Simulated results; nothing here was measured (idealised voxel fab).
process module | voxel spacer lines
cross-section cut | 250 nm wide | cells 5 nm
A cross-section is a grid of square cells, given in bands from the top down. A band is one or more rows of cells.
Each band's line starts with the height of the band's top and of its bottom, in nm. Then come its materials from left to right, each with its width in nm. One material with "throughout" fills the band from edge to edge. "air" is empty space.
Height 0 is the level under which the wafer as received is all one material. The lowest band goes on downwards, as in "0 down".
A width such as "30 to 40" changes by the same amount from each row of cells to the next, from the band's top row to its bottom row.
"no change" after a step means that no cell of the cross-section changed.
closed voids: empty space of 8 cells or more with no open way to the top, each as width x height at its distance from the left edge, in nm
after a step's settings: what the simulator itself notes on the step
overlay nm, on a step with a mask: how far to the right of its planned place the mask lay; to the left if negative
plan
1 op RECEIVE | material Si
2 op CONFORMAL_DEP | material Al2O3 | thk nm 10
3 op DIRECTIONAL_DEP | material TiN | thk nm 10
4 op DIRECTIONAL_DEP | material aC | thk nm 20
5 op PATTERN | tone cover | mask id MANDREL | material resist | width nm 20 | pitch nm 60 | thk nm 30 | overlay nm 0
6 op DIRECTIONAL_ETCH | etch materials aC | depth nm 20
7 op STRIP | etch materials resist
8 op CONFORMAL_DEP | material SiO2 | thk nm 10
9 op DIRECTIONAL_ETCH | etch materials SiO2 | depth nm 10
10 op STRIP | etch materials aC
11 op DIRECTIONAL_ETCH | etch materials TiN | depth nm 10
12 op STRIP | etch materials SiO2
13 op FILL_DEP | material SiO2 | thk nm 5
14 op CMP | height nm 20
first wafer, as planned
as received, after step 1
  0 down: Si throughout
  closed voids: none
after step 2
  10 to 0: Al2O3 throughout
  below 0: unchanged
after step 3
  20 to 10: TiN throughout
  below 10: unchanged
after step 4
  40 to 20: aC throughout
  below 20: unchanged
after step 5
  70 to 40: air 55 | resist 20 | air 40 | resist 20 | air 40 | resist 20 | air 55
  below 40: unchanged
after step 6
  50 to 40: air 55 | resist 20 | air 40 | resist 20 | air 40 | resist 20 | air 55
  40 to 20: air 55 | aC 20 | air 40 | aC 20 | air 40 | aC 20 | air 55
  below 20: unchanged
after step 7
  40 to 20: air 55 | aC 20 | air 40 | aC 20 | air 40 | aC 20 | air 55
  below 20: unchanged
after step 8
  50 to 40: air 45 | SiO2 40 | air 20 | SiO2 40 | air 20 | SiO2 40 | air 45
  40 to 30: air 45 | SiO2 10 | aC 20 | SiO2 10 | air 20 | SiO2 10 | aC 20 | SiO2 10 | air 20 | SiO2 10 | aC 20 | SiO2 10 | air 45
  30 to 20: SiO2 55 | aC 20 | SiO2 40 | aC 20 | SiO2 40 | aC 20 | SiO2 55
  below 20: unchanged
after step 9
  40 to 20: air 45 | SiO2 10 | aC 20 | SiO2 10 | air 20 | SiO2 10 | aC 20 | SiO2 10 | air 20 | SiO2 10 | aC 20 | SiO2 10 | air 45
  below 20: unchanged
after step 10
  40 to 20: air 45 | SiO2 10 | air 20 | SiO2 10 | air 20 | SiO2 10 | air 20 | SiO2 10 | air 20 | SiO2 10 | air 20 | SiO2 10 | air 45
  below 20: unchanged
after step 11
  40 to 20: air 45 | SiO2 10 | air 20 | SiO2 10 | air 20 | SiO2 10 | air 20 | SiO2 10 | air 20 | SiO2 10 | air 20 | SiO2 10 | air 45
  20 to 10: air 45 | TiN 10 | air 20 | TiN 10 | air 20 | TiN 10 | air 20 | TiN 10 | air 20 | TiN 10 | air 20 | TiN 10 | air 45
  below 10: unchanged
after step 12
  20 to 10: air 45 | TiN 10 | air 20 | TiN 10 | air 20 | TiN 10 | air 20 | TiN 10 | air 20 | TiN 10 | air 20 | TiN 10 | air 45
  below 10: unchanged
after step 13
  25 to 20: SiO2 throughout
  20 to 10: SiO2 45 | TiN 10 | SiO2 20 | TiN 10 | SiO2 20 | TiN 10 | SiO2 20 | TiN 10 | SiO2 20 | TiN 10 | SiO2 20 | TiN 10 | SiO2 45
  below 10: unchanged
after step 14
  20 to 10: SiO2 45 | TiN 10 | SiO2 20 | TiN 10 | SiO2 20 | TiN 10 | SiO2 20 | TiN 10 | SiO2 20 | TiN 10 | SiO2 20 | TiN 10 | SiO2 45
  below 10: unchanged
second wafer: like start, like plan, one mistake. Through step 12 it matches the first wafer
when step 13 should have ended
  25 to 20: aC throughout
  20 to 10: aC 45 | TiN 10 | aC 20 | TiN 10 | aC 20 | TiN 10 | aC 20 | TiN 10 | aC 20 | TiN 10 | aC 20 | TiN 10 | aC 45
  below 10: unchanged
when step 14 should have ended
  20 to 10: aC 45 | TiN 10 | aC 20 | TiN 10 | aC 20 | TiN 10 | aC 20 | TiN 10 | aC 20 | TiN 10 | aC 20 | TiN 10 | aC 45
  below 10: unchanged
what went wrong: step 13 ran as: op FILL_DEP | material aC | thk nm 5
at the end the second wafer has, in cells: 76 fewer of SiO2 | 76 more of aC
